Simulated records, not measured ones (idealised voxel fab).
Proc. module: voxel self aligned contacts
Shown is cross-section cut, with a width of 200 nm and square cells of size 5 nm.
How to read a cross-section here: the picture is a grid of square cells, written as bands going from the top down, and any band can span one or more rows of cells. It is stipulated that each band's entry specify, in nanometres, the height of the top of the band and then that of its bottom, followed by the materials of the band in left-to-right sequence, each together with its width in nanometres. A single material marked by the word "all across" is understood to fill the band from edge to edge; the word "air" is understood to denote empty space. The level at which height equals 0 is the one under which the wafer, as it arrives, is entirely one material. No lower edge exists for the bottom band, which continues downward and is notated as in "0 down". The two numbers in a width such as "30..40" mark its ends across the band: the first belongs to the top row of cells, the second to the bottom row, and from each row to the next the width moves by the same amount. Where a step carries "no alteration", the cross-section came out of it unchanged, cell for cell. So "closed voids" is basically the list of trapped voids: any empty space of 8 cells or more that can't reach the top through an opening. They're written width x height at distance, the distance being from the left edge, and it's all nm. That trailing text on a step's line, after the settings, is the simulator's own remark on the step. Among the settings permitted on a step's line is "overlay nm"; applied to a step with a mask, it specifies the extent to which the mask lay to the right of its planned position, whereas a negative figure signifies a position to the left.
PLAN
1,RECEIVE: material Si
2,OXIDIZE: depth nm 5
3,DIRECTIONAL_DEP: material polySi, thk nm 20
4,DIRECTIONAL_DEP: material SiN, thk nm 25
5,PATTERN: tone cover, mask id GATE, material resist, width nm 30, pitch nm 70, thk nm 20, overlay nm 0
6,DIRECTIONAL_ETCH: etch materials SiN, depth nm 25
7,DIRECTIONAL_ETCH: etch materials polySi, depth nm 20
8,STRIP: etch materials resist
9,CONFORMAL_DEP: material SiN, thk nm 10
10,DIRECTIONAL_ETCH: etch materials SiN, depth nm 10
11,FILL_DEP: material SiO2, thk nm 15
12,CMP: height nm 50
13,MASKED_ETCH: tone open, mask id CONTACT, width nm 50, pitch nm 70, etch materials SiO2, depth nm 55, overlay nm 0
14,CONFORMAL_DEP: material TiN, thk nm 5
15,FILL_DEP: material W, thk nm 5
16,CMP: height nm 50
17,CONFORMAL_DEP: material SiCN, thk nm 5
THIS IS THE CROSS-SECTION OF THE WAFER AS WE RECEIVED IT, I.E. AFTER STEP 1
- 0 down | Si all across
- closed voids: none
AS-PLANNED RUN: CROSS-SECTION OF THE FIRST OF TWO WAFERS AT END OF MODULE
- 55 to 50 | SiCN all across
- 50 to 45 | SiO2: 40  TiN: 20  W: 10  TiN: 20  SiO2: 20  TiN: 20  W: 10  TiN: 20  SiO2: 40
- 45 to 20 | SiO2: 5  SiN: 50  TiN: 5  W: 10  TiN: 5  SiN: 50  TiN: 5  W: 10  TiN: 5  SiN: 50  SiO2: 5
- 20 to 0 | SiO2: 5  SiN: 10  polySi: 30  SiN: 10  TiN: 5  W: 10  TiN: 5  SiN: 10  polySi: 30  SiN: 10  TiN: 5  W: 10  TiN: 5  SiN: 10  polySi: 30  SiN: 10  SiO2: 5
- 0 to -5 | SiO2: 55  TiN: 20  SiO2: 50  TiN: 20  SiO2: 55
- -5 down | Si all across
- closed voids: none
WAFER TWO CROSS-SECTION, MODULE END. START AND PLAN UNCHANGED FROM WAFER ONE; ONE MISTAKE MADE DURING THE RUN
- 55 to 50 | SiCN all across
- 50 to 45 | SiO2: 40  TiN: 20  W: 10  TiN: 25  SiO2: 15  TiN: 20  W: 10  TiN: 25  SiO2: 35
- 45 to 20 | SiO2: 5  SiN: 50  TiN: 5  W: 10  TiN: 5  SiN: 50  TiN: 5  W: 10  TiN: 5  SiN: 50  SiO2: 5
- 20 to 0 | SiO2: 5  SiN: 10  polySi: 30  SiN: 10  TiN: 5  W: 10  TiN: 5  SiN: 10  polySi: 30  SiN: 10  TiN: 5  W: 10  TiN: 5  SiN: 10  polySi: 30  SiN: 10  SiO2: 5
- 0 to -5 | SiO2: 55  TiN: 20  SiO2: 50  TiN: 20  SiO2: 55
- -5 down | Si all across
- closed voids: none
Processing error: step 13 was not run as planned; what actually ran was MASKED_ETCH: tone open, mask id CONTACT, width nm 55, pitch nm 70, etch materials SiO2, depth nm 55, overlay nm 0
Cell-count delta at end, second wafer over first, by material: SiO2 -2, TiN +2
